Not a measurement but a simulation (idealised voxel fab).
process module | voxel transistor to metal
cross-section cut | 205 nm wide | cells 5 nm
A cross-section is a grid of square cells, given in bands from the top down. A band is one or more rows of cells.
Each band's line starts with the height of the band's top and of its bottom, in nm. Then come its materials from left to right, each with its width in nm. One material with "throughout" fills the band from edge to edge. "air" is empty space.
Height 0 is the level under which the wafer as received is all one material. The lowest band goes on downwards, as in "0 down".
A width such as "30 to 40" changes by the same amount from each row of cells to the next, from the band's top row to its bottom row.
"no change" after a step means that no cell of the cross-section changed.
closed voids: empty space of 8 cells or more with no open way to the top, each as width x height at its distance from the left edge, in nm
after a step's settings: what the simulator itself notes on the step
overlay nm, on a step with a mask: how far to the right of its planned place the mask lay; to the left if negative
plan
1 op RECEIVE | material Si
2 op OXIDIZE | depth nm 5
3 op CONFORMAL_DEP | material SiN | thk nm 15
4 op DIRECTIONAL_DEP | material aC | thk nm 10
5 op PATTERN | tone cover | mask id ACTIVE | material resist | width nm 105 | thk nm 25 | overlay nm 0
6 op DIRECTIONAL_ETCH | etch materials aC | depth nm 10
7 op STRIP | etch materials resist
8 op DIRECTIONAL_ETCH | etch materials SiN | depth nm 15
9 op DIRECTIONAL_ETCH | etch materials SiO2 | depth nm 5
10 op DIRECTIONAL_ETCH | etch materials Si | depth nm 35
11 op STRIP | etch materials aC
12 op FILL_DEP | material SiO2 | thk nm 15
13 op CMP | height nm 15
14 op SELECTIVE_ETCH | etch materials SiO2 | depth nm 10
15 op STRIP | etch materials SiN
16 op SELECTIVE_ETCH | etch materials SiO2 | depth nm 5
17 op OXIDIZE | depth nm 5
18 op DIRECTIONAL_DEP | material polySi | thk nm 20
19 op DIRECTIONAL_DEP | material SiCN | thk nm 15
20 op MASKED_ETCH | tone cover | mask id GATE | width nm 25 | etch materials SiCN | depth nm 25 | overlay nm 0
21 op MASKED_ETCH | tone cover | mask id GATE | width nm 25 | etch materials polySi | depth nm 30 | overlay nm 0
22 op CONFORMAL_DEP | material SiN | thk nm 10
23 op DIRECTIONAL_ETCH | etch materials SiN | depth nm 10
24 op DIRECTIONAL_ETCH | etch materials SiO2 | depth nm 5
25 op DIRECTIONAL_ETCH | etch materials Si | depth nm 15
26 op EPI | material pSi | thk nm 15
27 op FILL_DEP | material SiO2 | thk nm 10
28 op CMP | height nm 15
29 op STRIP | etch materials polySi
30 op SELECTIVE_ETCH | etch materials SiO2 | depth nm 5
31 op CONFORMAL_DEP | material HfO2 | thk nm 5
32 op CONFORMAL_DEP | material TiN | thk nm 5
33 op FILL_DEP | material W | thk nm 5
34 op CMP | height nm 10
35 op DIRECTIONAL_DEP | material SiO2 | thk nm 15
36 op MASKED_ETCH | tone open | mask id CONTACT | width nm 15 | pitch nm 80 | etch materials SiO2 | depth nm 20 | overlay nm 0
37 op CONFORMAL_DEP | material TiN | thk nm 5
38 op FILL_DEP | material W | thk nm 5
39 op CMP | height nm 25
40 op CONFORMAL_DEP | material SiCN | thk nm 5
41 op DIRECTIONAL_DEP | material SiO2 | thk nm 25
42 op DIRECTIONAL_DEP | material aC | thk nm 10
43 op PATTERN | tone open | mask id METAL_1 | material resist | width nm 15 | pitch nm 80 | thk nm 30 | overlay nm 0
44 op DIRECTIONAL_ETCH | etch materials aC | depth nm 10
45 op STRIP | etch materials resist
46 op DIRECTIONAL_ETCH | etch materials SiO2 | depth nm 25
47 op DIRECTIONAL_ETCH | etch materials SiCN | depth nm 5
48 op STRIP | etch materials aC
49 op CONFORMAL_DEP | material TiN | thk nm 5
50 op FILL_DEP | material W | thk nm 5
51 op CMP | height nm 55
52 op EPI | material Ru | thk nm 5
53 op FILL_DEP | material SiCN | thk nm 5
as received, after step 1
  0 down: Si throughout
  closed voids: none
first wafer at the end, as planned
  65 to 60: SiCN throughout
  60 to 55: SiCN 50 | Ru 25 | SiCN 55 | Ru 25 | SiCN 50
  55 to 30: SiO2 55 | TiN 5 | W 5 | TiN 5 | SiO2 65 | TiN 5 | W 5 | TiN 5 | SiO2 55
  30 to 25: SiCN 55 | TiN 15 | SiCN 65 | TiN 15 | SiCN 55
  25 to 10: SiO2 55 | TiN 5 | W 5 | TiN 5 | SiO2 65 | TiN 5 | W 5 | TiN 5 | SiO2 55
  10 to 5: SiO2 55 | TiN 15 | SiO2 10 | SiN 10 | HfO2 5 | TiN 5 | W 5 | TiN 5 | HfO2 5 | SiN 10 | SiO2 10 | TiN 15 | SiO2 55
  5 to 0: SiO2 50 | pSi 30 | SiN 10 | HfO2 5 | TiN 5 | W 5 | TiN 5 | HfO2 5 | SiN 10 | pSi 30 | SiO2 50
  0 to -5: SiO2 45 | SiN 10 | pSi 25 | SiN 10 | HfO2 5 | TiN 15 | HfO2 5 | SiN 10 | pSi 25 | SiN 10 | SiO2 45
  -5 to -10: SiO2 55 | pSi 25 | SiO2 5 | HfO2 35 | SiO2 5 | pSi 25 | SiO2 55
  -10 to -25: SiO2 50 | Si 5 | pSi 25 | Si 45 | pSi 25 | Si 5 | SiO2 50
  -25 to -40: SiO2 50 | Si 105 | SiO2 50
  -40 down: Si throughout
  closed voids: none
second wafer at the end: like start, like plan, one mistake
  65 to 60: SiCN throughout
  60 to 55: SiCN 50 | Ru 25 | SiCN 55 | Ru 25 | SiCN 50
  55 to 50: SiCN 55 | TiN 15 | SiCN 65 | TiN 15 | SiCN 55
  50 to 25: SiO2 throughout
  25 to 10: SiO2 55 | TiN 5 | W 5 | TiN 5 | SiO2 65 | TiN 5 | W 5 | TiN 5 | SiO2 55
  10 to 5: SiO2 55 | TiN 15 | SiO2 10 | SiN 10 | HfO2 5 | TiN 5 | W 5 | TiN 5 | HfO2 5 | SiN 10 | SiO2 10 | TiN 15 | SiO2 55
  5 to 0: SiO2 50 | pSi 30 | SiN 10 | HfO2 5 | TiN 5 | W 5 | TiN 5 | HfO2 5 | SiN 10 | pSi 30 | SiO2 50
  0 to -5: SiO2 45 | SiN 10 | pSi 25 | SiN 10 | HfO2 5 | TiN 15 | HfO2 5 | SiN 10 | pSi 25 | SiN 10 | SiO2 45
  -5 to -10: SiO2 55 | pSi 25 | SiO2 5 | HfO2 35 | SiO2 5 | pSi 25 | SiO2 55
  -10 to -25: SiO2 50 | Si 5 | pSi 25 | Si 45 | pSi 25 | Si 5 | SiO2 50
  -25 to -40: SiO2 50 | Si 105 | SiO2 50
  -40 down: Si throughout
  closed voids: none
what went wrong: steps 40 and 41 were swapped
at the end the second wafer has, in cells: 30 more of SiO2 | 20 fewer of TiN | 10 fewer of W
